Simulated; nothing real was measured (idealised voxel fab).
Process module, titled voxel wiring stack
Shown is cross-section cut, with a width of 240 nm and square cells of size 5 nm.
A cross-section is a grid of square cells, given in bands from the top down. A band is one or more rows of cells.
Look at the band entry: it leads with the top's height and the bottom's height in nm. Then it lists the materials left to right, with a width in nm for each. The word "everywhere" on a single material says that material fills the band edge to edge. The word "blank" is empty space.
The reference from which all heights are counted is 0, the level beneath which the as-received wafer is entirely one material; the lowest band, having no lower bound, proceeds downward and is written after the example "z 0 and below".
Think of "30..40" as a width that walks from the first number to the second as you go down the band, top row to bottom row, taking equal-sized steps from row to row.
"no modifications" -> step changed no cross-section cell.
"Voids lacking openings" contains a list of empty spaces, each no smaller than 8 cells and without an open way to the top, written in the form width x height at distance with the distance from the left edge and all three in nm.
Heads up: the bit after the settings on a step's line is the simulator's remark on that step.
overlay nm: mask offset rightward from planned place, masked step; negative means leftward offset.

plan:
1. RECEIVE,material Si
2. CONFORMAL_DEP,material SiO2,thk nm 10
3. DIRECTIONAL_DEP,material TiN,thk nm 5
4. DIRECTIONAL_DEP,material Ru,thk nm 15
5. DIRECTIONAL_DEP,material aC,thk nm 10
6. PATTERN,tone cover,mask id METAL_1,material resist,width nm 20,pitch nm 50,thk nm 30,overlay nm 0
7. DIRECTIONAL_ETCH,etch materials aC,depth nm 10
8. STRIP,etch materials resist
9. DIRECTIONAL_ETCH,etch materials Ru,depth nm 15
10. DIRECTIONAL_ETCH,etch materials TiN,depth nm 5
11. STRIP,etch materials aC
12. CONFORMAL_DEP,material SiN,thk nm 5
13. FILL_DEP,material SiO2,thk nm 10
14. CMP,height nm 30
15. CONFORMAL_DEP,material SiCN,thk nm 5
16. DIRECTIONAL_DEP,material lowk,thk nm 10
17. PATTERN,tone open,mask id PLUG_1,material resist,width nm 15,pitch nm 50,thk nm 15,overlay nm 0
18. DIRECTIONAL_ETCH,etch materials lowk,depth nm 10
19. DIRECTIONAL_ETCH,etch materials SiCN,depth nm 5
20. STRIP,etch materials resist
21. EPI,material Ru,thk nm 10
22. EPI,material Ru,thk nm 5
23. CONFORMAL_DEP,material SiN,thk nm 5
24. DIRECTIONAL_DEP,material SiO2,thk nm 20
25. PATTERN,tone open,mask id METAL_2,material resist,width nm 15,pitch nm 50,thk nm 15,overlay nm 0
26. DIRECTIONAL_ETCH,etch materials SiO2,depth nm 20
27. DIRECTIONAL_ETCH,etch materials SiN,depth nm 5
28. STRIP,etch materials resist
29. CONFORMAL_DEP,material TiN,thk nm 5
30. FILL_DEP,material Cu,thk nm 5
31. CMP,height nm 70
32. EPI,material Ru,thk nm 5
33. FILL_DEP,material SiCN,thk nm 5
34. DIRECTIONAL_DEP,material SiO2,thk nm 15
35. MASKED_ETCH,tone open,mask id PLUG_2,width nm 15,pitch nm 50,etch materials SiO2,depth nm 15,overlay nm 0
36. MASKED_ETCH,tone open,mask id PLUG_2,width nm 15,pitch nm 50,etch materials SiCN,depth nm 5,overlay nm 0
37. EPI,material Ru,thk nm 10
38. EPI,material Ru,thk nm 10
39. DIRECTIONAL_DEP,material TiN,thk nm 5
40. DIRECTIONAL_DEP,material Ru,thk nm 25
41. MASKED_ETCH,tone cover,mask id METAL_3,width nm 20,pitch nm 50,etch materials Ru,depth nm 25,overlay nm 0
42. MASKED_ETCH,tone cover,mask id METAL_3,width nm 20,pitch nm 50,etch materials TiN,depth nm 5,overlay nm 0
43. FILL_DEP,material lowk,thk nm 5
44. CMP,height nm 125
45. CONFORMAL_DEP,material SiN,thk nm 5
Where the wafers of this document differ is in the width nm of step 25; they start out the same, and the plan states the value that applied to the first wafer.

Received condition of the first of several wafers, sectioned: post-step 1:
> z 0 and below = Si everywhere
> Voids lacking openings: none

Heads up, this table goes wafer by wafer. A row tells you, at the end of the module, how many cells of each material that wafer has put on (+) or dropped (-) since it was received, and then its closed voids:
width nm 15 | +12 Cu | +174 Ru | +111 SiCN | +141 SiN | +459 SiO2 | +57 TiN | +294 lowk | Voids lacking openings: none
width nm 20 | +24 Cu | +177 Ru | +108 SiCN | +138 SiN | +447 SiO2 | +60 TiN | +294 lowk | Voids lacking openings: none
width nm 25 | +36 Cu | +180 Ru | +105 SiCN | +135 SiN | +435 SiO2 | +63 TiN | +294 lowk | Voids lacking openings: none
width nm 30 | +48 Cu | +183 Ru | +102 SiCN | +132 SiN | +423 SiO2 | +66 TiN | +294 lowk | Voids lacking openings: none
width nm 35 | +60 Cu | +186 Ru | +99 SiCN | +129 SiN | +411 SiO2 | +69 TiN | +294 lowk | Voids lacking openings: none
